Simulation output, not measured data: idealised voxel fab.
Presented below is a process module, voxel local oxidation.
190 nm wide, 5 nm square cells: that's cross-section cut.
A cross-section in this document is a grid of square cells, and it is written down as bands, the top band listed before the ones below it; a band is made up of one or more rows of cells.
The entry gives the band's vertical extent as a top height and a bottom height in nm, then its horizontal make-up as materials from left to right, each with a width in nm. "blank" stands for empty space; a single material marked "full width" fills the band edge to edge.
Beneath 0, the wafer as received is one material, and that level is where height counting begins. The lowest band goes on downward without a bottom; it is written like "0 -> down".
When a width is written as two numbers, as in "30..40", the first number is the width in the top row of cells of the band and the second is the width in its bottom row, and the width changes by the same amount from each row to the next.
"remains unaltered" for a step: no cell of the cross-section changed in that step.
"Closed voids list" lists enclosed empty spaces (at least 8 cells, no open path upward to the top), each as width x height at distance from the left edge, in nm.
Anything after a step's settings on that line? It's the simulator's own note about the step.
For masked steps, "overlay nm" on the step line gives how far right of plan the mask actually lay; a minus sign means it lay to the left.
Here's what the planned process steps look like
step 1: RECEIVE [material Si]
step 2: CONFORMAL_DEP [material SiO2] [thk nm 5]
step 3: CONFORMAL_DEP [material SiN] [thk nm 15]
step 4: MASKED_ETCH [tone cover] [mask id ACTIVE] [width nm 105] [etch materials SiN] [depth nm 15] [overlay nm 0]
step 5: SELECTIVE_ETCH [etch materials SiO2] [depth nm 5]
step 6: OXIDIZE [depth nm 10]
step 7: STRIP [etch materials SiN]
Cross-section: wafer on arrival = after step 1
    0 -> down  Si full width
    Closed voids list: none
Starting wafer: above. Plan: above. Run: one mistake. Cross-section after the module: below
    5 -> 0  blank: 55; SiO2: 95; blank: 40
    0 -> -10  SiO2: 65; Si: 75; SiO2: 50
    -10 -> down  Si full width
    Closed voids list: none
Short version of what went wrong: step 4 was run on a setting that differed from the plan, and what really ran there is MASKED_ETCH [tone cover] [mask id ACTIVE] [width nm 105] [etch materials SiN] [depth nm 15] [overlay nm 10]
